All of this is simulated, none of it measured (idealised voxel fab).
process module | voxel self aligned vias
cross-section cut | 275 nm wide | cells 5 nm
A cross-section is a grid of square cells, given in bands from the top down. A band is one or more rows of cells.
Each band's line starts with the height of the band's top and of its bottom, in nm. Then come its materials from left to right, each with its width in nm. One material with "throughout" fills the band from edge to edge. "air" is empty space.
Height 0 is the level under which the wafer as received is all one material. The lowest band goes on downwards, as in "0 down".
A width such as "30 to 40" changes by the same amount from each row of cells to the next, from the band's top row to its bottom row.
"no change" after a step means that no cell of the cross-section changed.
closed voids: empty space of 8 cells or more with no open way to the top, each as width x height at its distance from the left edge, in nm
after a step's settings: what the simulator itself notes on the step
overlay nm, on a step with a mask: how far to the right of its planned place the mask lay; to the left if negative
plan
1 op RECEIVE | material Si
2 op CONFORMAL_DEP | material SiO2 | thk nm 15
3 op CONFORMAL_DEP | material SiCN | thk nm 5
4 op DIRECTIONAL_DEP | material lowk | thk nm 30
5 op DIRECTIONAL_DEP | material aC | thk nm 15
6 op PATTERN | tone open | mask id LINES | material resist | width nm 20 | pitch nm 60 | thk nm 35 | overlay nm 0
7 op DIRECTIONAL_ETCH | etch materials aC | depth nm 15
8 op STRIP | etch materials resist
9 op DIRECTIONAL_ETCH | etch materials lowk | depth nm 30
10 op STRIP | etch materials aC
11 op CONFORMAL_DEP | material TiN | thk nm 5
12 op FILL_DEP | material W | thk nm 10
13 op CMP | height nm 50
14 op SELECTIVE_ETCH | etch materials W Ru TiN | depth nm 5
15 op FILL_DEP | material SiN | thk nm 5
16 op CMP | height nm 50
17 op DIRECTIONAL_DEP | material lowk | thk nm 20
18 op MASKED_ETCH | tone open | mask id VIAS | width nm 30 | pitch nm 60 | etch materials lowk | depth nm 20 | overlay nm 0
19 op MASKED_ETCH | tone open | mask id VIAS | width nm 30 | pitch nm 60 | etch materials SiN | depth nm 5 | overlay nm 0
20 op CONFORMAL_DEP | material TiN | thk nm 5
21 op FILL_DEP | material Cu | thk nm 10
22 op CMP | height nm 70
23 op CONFORMAL_DEP | material SiN | thk nm 5
as received, after step 1
  0 down: Si throughout
  closed voids: none
first wafer at the end, as planned
  75 to 70: SiN throughout
  70 to 55: lowk 60 | TiN 5 | Cu 20 | TiN 5 | lowk 30 | TiN 5 | Cu 20 | TiN 5 | lowk 30 | TiN 5 | Cu 20 | TiN 5 | lowk 65
  55 to 50: lowk 60 | TiN 10 | Cu 10 | TiN 10 | lowk 30 | TiN 10 | Cu 10 | TiN 10 | lowk 30 | TiN 10 | Cu 10 | TiN 10 | lowk 65
  50 to 45: lowk 65 | TiN 20 | lowk 40 | TiN 20 | lowk 40 | TiN 20 | lowk 70
  45 to 25: lowk 65 | TiN 5 | W 10 | TiN 5 | lowk 40 | TiN 5 | W 10 | TiN 5 | lowk 40 | TiN 5 | W 10 | TiN 5 | lowk 70
  25 to 20: lowk 65 | TiN 20 | lowk 40 | TiN 20 | lowk 40 | TiN 20 | lowk 70
  20 to 15: SiCN throughout
  15 to 0: SiO2 throughout
  0 down: Si throughout
  closed voids: none
second wafer at the end: like start, like plan, one mistake
  75 to 70: SiN throughout
  70 to 55: Cu 55 | TiN 5 | lowk 30 | TiN 5 | Cu 20 | TiN 5 | lowk 30 | TiN 5 | Cu 20 | TiN 5 | lowk 30 | TiN 5 | Cu 60
  55 to 50: TiN 60 | lowk 30 | TiN 30 | lowk 30 | TiN 30 | lowk 30 | TiN 65
  50 to 45: lowk 65 | SiN 20 | lowk 40 | SiN 20 | lowk 40 | SiN 20 | lowk 70
  45 to 25: lowk 65 | TiN 5 | W 10 | TiN 5 | lowk 40 | TiN 5 | W 10 | TiN 5 | lowk 40 | TiN 5 | W 10 | TiN 5 | lowk 70
  25 to 20: lowk 65 | TiN 20 | lowk 40 | TiN 20 | lowk 40 | TiN 20 | lowk 70
  20 to 15: SiCN throughout
  15 to 0: SiO2 throughout
  0 down: Si throughout
  closed voids: none
what went wrong: step 18 ran as: op MASKED_ETCH | tone cover | mask id VIAS | width nm 30 | pitch nm 60 | etch materials lowk | depth nm 20 | overlay nm 0
at the end the second wafer has, in cells: 51 more of Cu | 12 more of SiN | 13 more of TiN | 76 fewer of lowk
